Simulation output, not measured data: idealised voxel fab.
process module | voxel gate over fins
cross-section cut | 250 nm wide | cells 5 nm
A cross-section is a grid of square cells, given in bands from the top down. A band is one or more rows of cells.
Each band's line starts with the height of the band's top and of its bottom, in nm. Then come its materials from left to right, each with its width in nm. One material with "throughout" fills the band from edge to edge. "air" is empty space.
Height 0 is the level under which the wafer as received is all one material. The lowest band goes on downwards, as in "0 down".
A width such as "30 to 40" changes by the same amount from each row of cells to the next, from the band's top row to its bottom row.
"no change" after a step means that no cell of the cross-section changed.
closed voids: empty space of 8 cells or more with no open way to the top, each as width x height at its distance from the left edge, in nm
after a step's settings: what the simulator itself notes on the step
overlay nm, on a step with a mask: how far to the right of its planned place the mask lay; to the left if negative
plan
1 op RECEIVE | material Si
2 op CONFORMAL_DEP | material SiN | thk nm 10
3 op PATTERN | tone cover | mask id FINS | material resist | width nm 15 | pitch nm 35 | thk nm 20 | overlay nm 0
4 op DIRECTIONAL_ETCH | etch materials SiN | depth nm 10
5 op DIRECTIONAL_ETCH | etch materials Si | depth nm 25
6 op STRIP | etch materials resist
7 op FILL_DEP | material SiO2 | thk nm 10
8 op CMP | height nm 10
9 op SELECTIVE_ETCH | etch materials SiO2 | depth nm 25
10 op STRIP | etch materials SiN
11 op CONFORMAL_DEP | material HfO2 | thk nm 5
12 op CONFORMAL_DEP | material TiN | thk nm 5
13 op CONFORMAL_DEP | material TiAl | thk nm 5
14 op CONFORMAL_DEP | material TiN | thk nm 5
15 op FILL_DEP | material W | thk nm 10
16 op CMP | height nm 25
17 op CONFORMAL_DEP | material SiN | thk nm 5
varied across the wafers: depth nm of step 5. The plan shows the first wafer's value. All wafers start alike
first wafer as received, after step 1
  0 down: Si throughout
  closed voids: none
first wafer at the end, after step 17
  30 to 25: SiN throughout
  25 to 20: W throughout
  20 to 15: W 80 | TiN 90 | W 80
  15 to 10: W 80 | TiN 5 | TiAl 80 | TiN 5 | W 80
  10 to 5: W 80 | TiN 5 | TiAl 5 | TiN 70 | TiAl 5 | TiN 5 | W 80
  5 to 0: TiN 85 | TiAl 5 | TiN 5 | HfO2 25 | TiN 10 | HfO2 25 | TiN 5 | TiAl 5 | TiN 85
  0 to -5: TiAl 90 | TiN 5 | HfO2 5 | Si 15 | HfO2 5 | TiN 10 | HfO2 5 | Si 15 | HfO2 5 | TiN 5 | TiAl 90
  -5 to -10: TiN 95 | HfO2 5 | Si 15 | HfO2 5 | TiN 10 | HfO2 5 | Si 15 | HfO2 5 | TiN 95
  -10 to -15: HfO2 100 | Si 15 | HfO2 20 | Si 15 | HfO2 100
  -15 to -25: SiO2 100 | Si 15 | SiO2 20 | Si 15 | SiO2 100
  -25 down: Si throughout
  closed voids: none
last wafer at the end
  30 to 25: SiN throughout
  25 to 20: W throughout
  20 to 15: W 80 | TiN 90 | W 80
  15 to 10: W 80 | TiN 5 | TiAl 80 | TiN 5 | W 80
  10 to 5: W 80 | TiN 5 | TiAl 5 | TiN 70 | TiAl 5 | TiN 5 | W 80
  5 to 0: TiN 85 | TiAl 5 | TiN 5 | HfO2 25 | TiN 10 | HfO2 25 | TiN 5 | TiAl 5 | TiN 85
  0 to -5: TiAl 90 | TiN 5 | HfO2 5 | Si 15 | HfO2 5 | TiN 10 | HfO2 5 | Si 15 | HfO2 5 | TiN 5 | TiAl 90
  -5 to -10: TiN 95 | HfO2 5 | Si 15 | HfO2 5 | TiN 10 | HfO2 5 | Si 15 | HfO2 5 | TiN 95
  -10 to -15: HfO2 100 | Si 15 | HfO2 20 | Si 15 | HfO2 100
  -15 to -50: SiO2 100 | Si 15 | SiO2 20 | Si 15 | SiO2 100
  -50 down: Si throughout
  closed voids: none
each wafer at the end: cells of each material gained (+) or lost (-) since it was received, then its closed voids
depth nm 25 | +62 HfO2 | -220 Si | +50 SiN | +88 SiO2 | +56 TiAl | +118 TiN | +146 W | closed voids: none
depth nm 30 | +62 HfO2 | -264 Si | +50 SiN | +132 SiO2 | +56 TiAl | +118 TiN | +146 W | closed voids: none
depth nm 35 | +62 HfO2 | -308 Si | +50 SiN | +176 SiO2 | +56 TiAl | +118 TiN | +146 W | closed voids: none
depth nm 40 | +62 HfO2 | -352 Si | +50 SiN | +220 SiO2 | +56 TiAl | +118 TiN | +146 W | closed voids: none
depth nm 45 | +62 HfO2 | -396 Si | +50 SiN | +264 SiO2 | +56 TiAl | +118 TiN | +146 W | closed voids: none
depth nm 50 | +62 HfO2 | -440 Si | +50 SiN | +308 SiO2 | +56 TiAl | +118 TiN | +146 W | closed voids: none
